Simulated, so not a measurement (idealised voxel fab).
process module | voxel self aligned vias
cross-section cut | 225 nm wide | cells 5 nm
A cross-section is a grid of square cells, given in bands from the top down. A band is one or more rows of cells.
Each band's line starts with the height of the band's top and of its bottom, in nm. Then come its materials from left to right, each with its width in nm. One material with "throughout" fills the band from edge to edge. "air" is empty space.
Height 0 is the level under which the wafer as received is all one material. The lowest band goes on downwards, as in "0 down".
A width such as "30 to 40" changes by the same amount from each row of cells to the next, from the band's top row to its bottom row.
"no change" after a step means that no cell of the cross-section changed.
closed voids: empty space of 8 cells or more with no open way to the top, each as width x height at its distance from the left edge, in nm
after a step's settings: what the simulator itself notes on the step
overlay nm, on a step with a mask: how far to the right of its planned place the mask lay; to the left if negative
plan
1 op RECEIVE | material Si
2 op CONFORMAL_DEP | material SiO2 | thk nm 10
3 op CONFORMAL_DEP | material SiCN | thk nm 5
4 op DIRECTIONAL_DEP | material SiO2 | thk nm 20
5 op MASKED_ETCH | tone open | mask id LINES | width nm 30 | pitch nm 70 | etch materials SiO2 | depth nm 20 | overlay nm 0
6 op CONFORMAL_DEP | material TiN | thk nm 5
7 op FILL_DEP | material W | thk nm 5
8 op CMP | height nm 35
9 op SELECTIVE_ETCH | etch materials W Ru TiN | depth nm 10
10 op FILL_DEP | material SiN | thk nm 5
11 op CMP | height nm 35
12 op DIRECTIONAL_DEP | material SiO2 | thk nm 20
13 op DIRECTIONAL_DEP | material aC | thk nm 10
14 op PATTERN | tone open | mask id VIAS | material resist | width nm 40 | pitch nm 140 | thk nm 25 | overlay nm 0
15 op DIRECTIONAL_ETCH | etch materials aC | depth nm 10
16 op STRIP | etch materials resist
17 op DIRECTIONAL_ETCH | etch materials SiO2 | depth nm 20
18 op DIRECTIONAL_ETCH | etch materials SiN | depth nm 10
19 op STRIP | etch materials aC
20 op CONFORMAL_DEP | material TiN | thk nm 5
21 op FILL_DEP | material Ru | thk nm 5
22 op CMP | height nm 55
23 op CONFORMAL_DEP | material SiCN | thk nm 5
first wafer, as planned
as received, after step 1
  0 down: Si throughout
  closed voids: none
after step 2
  10 to 0: SiO2 throughout
  below 0: unchanged
after step 3
  15 to 10: SiCN throughout
  below 10: unchanged
after step 4
  35 to 15: SiO2 throughout
  below 15: unchanged
after step 5
  35 to 15: SiO2 25 | air 30 | SiO2 40 | air 30 | SiO2 40 | air 30 | SiO2 30
  below 15: unchanged
after step 6
  40 to 35: TiN 30 | air 20 | TiN 50 | air 20 | TiN 50 | air 20 | TiN 35
  35 to 20: SiO2 25 | TiN 5 | air 20 | TiN 5 | SiO2 40 | TiN 5 | air 20 | TiN 5 | SiO2 40 | TiN 5 | air 20 | TiN 5 | SiO2 30
  20 to 15: SiO2 25 | TiN 30 | SiO2 40 | TiN 30 | SiO2 40 | TiN 30 | SiO2 30
  below 15: unchanged
after step 7
  45 to 40: W throughout
  40 to 35: TiN 30 | W 20 | TiN 50 | W 20 | TiN 50 | W 20 | TiN 35
  35 to 20: SiO2 25 | TiN 5 | W 20 | TiN 5 | SiO2 40 | TiN 5 | W 20 | TiN 5 | SiO2 40 | TiN 5 | W 20 | TiN 5 | SiO2 30
  below 20: unchanged
after step 8
  35 to 20: SiO2 25 | TiN 5 | W 20 | TiN 5 | SiO2 40 | TiN 5 | W 20 | TiN 5 | SiO2 40 | TiN 5 | W 20 | TiN 5 | SiO2 30
  below 20: unchanged
after step 9
  35 to 25: SiO2 25 | air 30 | SiO2 40 | air 30 | SiO2 40 | air 30 | SiO2 30
  below 25: unchanged
after step 10
  40 to 35: SiN throughout
  35 to 25: SiO2 25 | SiN 30 | SiO2 40 | SiN 30 | SiO2 40 | SiN 30 | SiO2 30
  below 25: unchanged
after step 11
  35 to 25: SiO2 25 | SiN 30 | SiO2 40 | SiN 30 | SiO2 40 | SiN 30 | SiO2 30
  below 25: unchanged
after step 12
  55 to 35: SiO2 throughout
  below 35: unchanged
after step 13
  65 to 55: aC throughout
  below 55: unchanged
after step 14
  90 to 65: resist 20 | air 40 | resist 100 | air 40 | resist 25
  below 65: unchanged
after step 15
  80 to 65: resist 20 | air 40 | resist 100 | air 40 | resist 25
  65 to 55: aC 20 | air 40 | aC 100 | air 40 | aC 25
  below 55: unchanged
after step 16
  65 to 55: aC 20 | air 40 | aC 100 | air 40 | aC 25
  below 55: unchanged
after step 17
  65 to 55: aC 20 | air 40 | aC 100 | air 40 | aC 25
  55 to 35: SiO2 20 | air 40 | SiO2 100 | air 40 | SiO2 25
  below 35: unchanged
after step 18
  65 to 55: aC 20 | air 40 | aC 100 | air 40 | aC 25
  55 to 35: SiO2 20 | air 40 | SiO2 100 | air 40 | SiO2 25
  35 to 25: SiO2 25 | air 30 | SiO2 40 | SiN 30 | SiO2 40 | air 30 | SiO2 30
  below 25: unchanged
after step 19
  55 to 35: SiO2 20 | air 40 | SiO2 100 | air 40 | SiO2 25
  below 35: unchanged
after step 20
  60 to 55: TiN 25 | air 30 | TiN 110 | air 30 | TiN 30
  55 to 40: SiO2 20 | TiN 5 | air 30 | TiN 5 | SiO2 100 | TiN 5 | air 30 | TiN 5 | SiO2 25
  40 to 35: SiO2 20 | TiN 10 | air 20 | TiN 10 | SiO2 100 | TiN 10 | air 20 | TiN 10 | SiO2 25
  35 to 30: SiO2 25 | TiN 5 | air 20 | TiN 5 | SiO2 40 | SiN 30 | SiO2 40 | TiN 5 | air 20 | TiN 5 | SiO2 30
  30 to 25: SiO2 25 | TiN 30 | SiO2 40 | SiN 30 | SiO2 40 | TiN 30 | SiO2 30
  below 25: unchanged
after step 21
  65 to 60: Ru throughout
  60 to 55: TiN 25 | Ru 30 | TiN 110 | Ru 30 | TiN 30
  55 to 40: SiO2 20 | TiN 5 | Ru 30 | TiN 5 | SiO2 100 | TiN 5 | Ru 30 | TiN 5 | SiO2 25
  40 to 35: SiO2 20 | TiN 10 | Ru 20 | TiN 10 | SiO2 100 | TiN 10 | Ru 20 | TiN 10 | SiO2 25
  35 to 30: SiO2 25 | TiN 5 | Ru 20 | TiN 5 | SiO2 40 | SiN 30 | SiO2 40 | TiN 5 | Ru 20 | TiN 5 | SiO2 30
  below 30: unchanged
after step 22
  55 to 40: SiO2 20 | TiN 5 | Ru 30 | TiN 5 | SiO2 100 | TiN 5 | Ru 30 | TiN 5 | SiO2 25
  below 40: unchanged
after step 23
  60 to 55: SiCN throughout
  below 55: unchanged
second wafer: like start, like plan, one mistake. Through step 1 it matches the first wafer
when step 2 should have ended
  5 to 0: SiCN throughout
  below 0: unchanged
when step 3 should have ended
  15 to 5: SiO2 throughout
  below 5: unchanged
when step 4 should have ended
  35 to 5: SiO2 throughout
  below 5: unchanged
when step 5 should have ended
  35 to 15: SiO2 25 | air 30 | SiO2 40 | air 30 | SiO2 40 | air 30 | SiO2 30
  below 15: unchanged
when step 6 should have ended
  40 to 35: TiN 30 | air 20 | TiN 50 | air 20 | TiN 50 | air 20 | TiN 35
  35 to 20: SiO2 25 | TiN 5 | air 20 | TiN 5 | SiO2 40 | TiN 5 | air 20 | TiN 5 | SiO2 40 | TiN 5 | air 20 | TiN 5 | SiO2 30
  20 to 15: SiO2 25 | TiN 30 | SiO2 40 | TiN 30 | SiO2 40 | TiN 30 | SiO2 30
  below 15: unchanged
when step 7 should have ended
  45 to 40: W throughout
  40 to 35: TiN 30 | W 20 | TiN 50 | W 20 | TiN 50 | W 20 | TiN 35
  35 to 20: SiO2 25 | TiN 5 | W 20 | TiN 5 | SiO2 40 | TiN 5 | W 20 | TiN 5 | SiO2 40 | TiN 5 | W 20 | TiN 5 | SiO2 30
  below 20: unchanged
when step 8 should have ended
  35 to 20: SiO2 25 | TiN 5 | W 20 | TiN 5 | SiO2 40 | TiN 5 | W 20 | TiN 5 | SiO2 40 | TiN 5 | W 20 | TiN 5 | SiO2 30
  below 20: unchanged
when step 9 should have ended
  35 to 25: SiO2 25 | air 30 | SiO2 40 | air 30 | SiO2 40 | air 30 | SiO2 30
  below 25: unchanged
when step 10 should have ended
  40 to 35: SiN throughout
  35 to 25: SiO2 25 | SiN 30 | SiO2 40 | SiN 30 | SiO2 40 | SiN 30 | SiO2 30
  below 25: unchanged
when step 11 should have ended
  35 to 25: SiO2 25 | SiN 30 | SiO2 40 | SiN 30 | SiO2 40 | SiN 30 | SiO2 30
  below 25: unchanged
when step 12 should have ended
  55 to 35: SiO2 throughout
  below 35: unchanged
when step 13 should have ended
  65 to 55: aC throughout
  below 55: unchanged
when step 14 should have ended
  90 to 65: resist 20 | air 40 | resist 100 | air 40 | resist 25
  below 65: unchanged
when step 15 should have ended
  80 to 65: resist 20 | air 40 | resist 100 | air 40 | resist 25
  65 to 55: aC 20 | air 40 | aC 100 | air 40 | aC 25
  below 55: unchanged
when step 16 should have ended
  65 to 55: aC 20 | air 40 | aC 100 | air 40 | aC 25
  below 55: unchanged
when step 17 should have ended
  65 to 55: aC 20 | air 40 | aC 100 | air 40 | aC 25
  55 to 35: SiO2 20 | air 40 | SiO2 100 | air 40 | SiO2 25
  below 35: unchanged
when step 18 should have ended
  65 to 55: aC 20 | air 40 | aC 100 | air 40 | aC 25
  55 to 35: SiO2 20 | air 40 | SiO2 100 | air 40 | SiO2 25
  35 to 25: SiO2 25 | air 30 | SiO2 40 | SiN 30 | SiO2 40 | air 30 | SiO2 30
  below 25: unchanged
when step 19 should have ended
  55 to 35: SiO2 20 | air 40 | SiO2 100 | air 40 | SiO2 25
  below 35: unchanged
when step 20 should have ended
  60 to 55: TiN 25 | air 30 | TiN 110 | air 30 | TiN 30
  55 to 40: SiO2 20 | TiN 5 | air 30 | TiN 5 | SiO2 100 | TiN 5 | air 30 | TiN 5 | SiO2 25
  40 to 35: SiO2 20 | TiN 10 | air 20 | TiN 10 | SiO2 100 | TiN 10 | air 20 | TiN 10 | SiO2 25
  35 to 30: SiO2 25 | TiN 5 | air 20 | TiN 5 | SiO2 40 | SiN 30 | SiO2 40 | TiN 5 | air 20 | TiN 5 | SiO2 30
  30 to 25: SiO2 25 | TiN 30 | SiO2 40 | SiN 30 | SiO2 40 | TiN 30 | SiO2 30
  below 25: unchanged
when step 21 should have ended
  65 to 60: Ru throughout
  60 to 55: TiN 25 | Ru 30 | TiN 110 | Ru 30 | TiN 30
  55 to 40: SiO2 20 | TiN 5 | Ru 30 | TiN 5 | SiO2 100 | TiN 5 | Ru 30 | TiN 5 | SiO2 25
  40 to 35: SiO2 20 | TiN 10 | Ru 20 | TiN 10 | SiO2 100 | TiN 10 | Ru 20 | TiN 10 | SiO2 25
  35 to 30: SiO2 25 | TiN 5 | Ru 20 | TiN 5 | SiO2 40 | SiN 30 | SiO2 40 | TiN 5 | Ru 20 | TiN 5 | SiO2 30
  below 30: unchanged
when step 22 should have ended
  55 to 40: SiO2 20 | TiN 5 | Ru 30 | TiN 5 | SiO2 100 | TiN 5 | Ru 30 | TiN 5 | SiO2 25
  below 40: unchanged
when step 23 should have ended
  60 to 55: SiCN throughout
  below 55: unchanged
what went wrong: steps 2 and 3 were swapped
at the end the second wafer has, in cells: as many of each material as the first, in other places
